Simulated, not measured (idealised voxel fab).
Title: Process Module voxel lift off
Each square cell in cross-section cut measures 5 nm, and the section as a whole is 215 nm wide.
A cross-section in this document is a grid of square cells, and it is written down as bands, the top band listed before the ones below it; a band is made up of one or more rows of cells. Band entry format. Leading values: height of top, height of bottom, nm. Remainder: materials in left-to-right order, each with its width in nm. Special words: "all across" on a single material, which then fills the band edge to edge; "empty", empty space. Height reference: 0 = level under which incoming wafer is all one material. Lowest band: no bottom, runs on downward, e.g. "from 0 down". Graded width ("30->40"): value in top row of band = first number; value in bottom row = second number; row-to-row change constant. The designation "nothing altered", where it is given for a processing step, indicates that no cell of the cross-section was altered in the course of that step. Each empty space that has no open way to the top and spans at least 8 cells appears under "Enclosed empty spaces" as width x height at distance, the distance counted from the left edge, all in nm. On each step's line, the part that comes after the settings is the simulator's own comment on the step. overlay nm: mask right of planned place by this much (step with mask). Neg. = left.
## List of planned process steps
1: RECEIVE: material Si
2: CONFORMAL_DEP: material SiN, thk nm 5
3: PATTERN: tone open, mask id LINES, material resist, width nm 25, pitch nm 50, thk nm 25, overlay nm 0
4: DIRECTIONAL_DEP: material Ru, thk nm 15
5: STRIP: etch materials resist
6: CONFORMAL_DEP: material SiN, thk nm 5
## Wafer as received: cross-section following step 1
- from 0 down = Si all across
- Enclosed empty spaces: none
## End-of-module cross-section. Starting structure and process plan as above; one mistake made in running it
- from 25 to 20 = SiN (25), then empty (15), then SiN (35), then empty (15), then SiN (35), then empty (15), then SiN (35), then empty (15), then SiN (25)
- from 20 to 10 = Ru (20), then SiN (5), then empty (15), then SiN (5), then Ru (25), then SiN (5), then empty (15), then SiN (5), then Ru (25), then SiN (5), then empty (15), then SiN (5), then Ru (25), then SiN (5), then empty (15), then SiN (5), then Ru (20)
- from 10 to 5 = Ru (20), then SiN (25), then Ru (25), then SiN (25), then Ru (25), then SiN (25), then Ru (25), then SiN (25), then Ru (20)
- from 5 to 0 = SiN all across
- from 0 down = Si all across
- Enclosed empty spaces: none
what went wrong: off-plan run, step 3, actual operation and settings PATTERN: tone cover, mask id LINES, material resist, width nm 25, pitch nm 50, thk nm 25, overlay nm 0
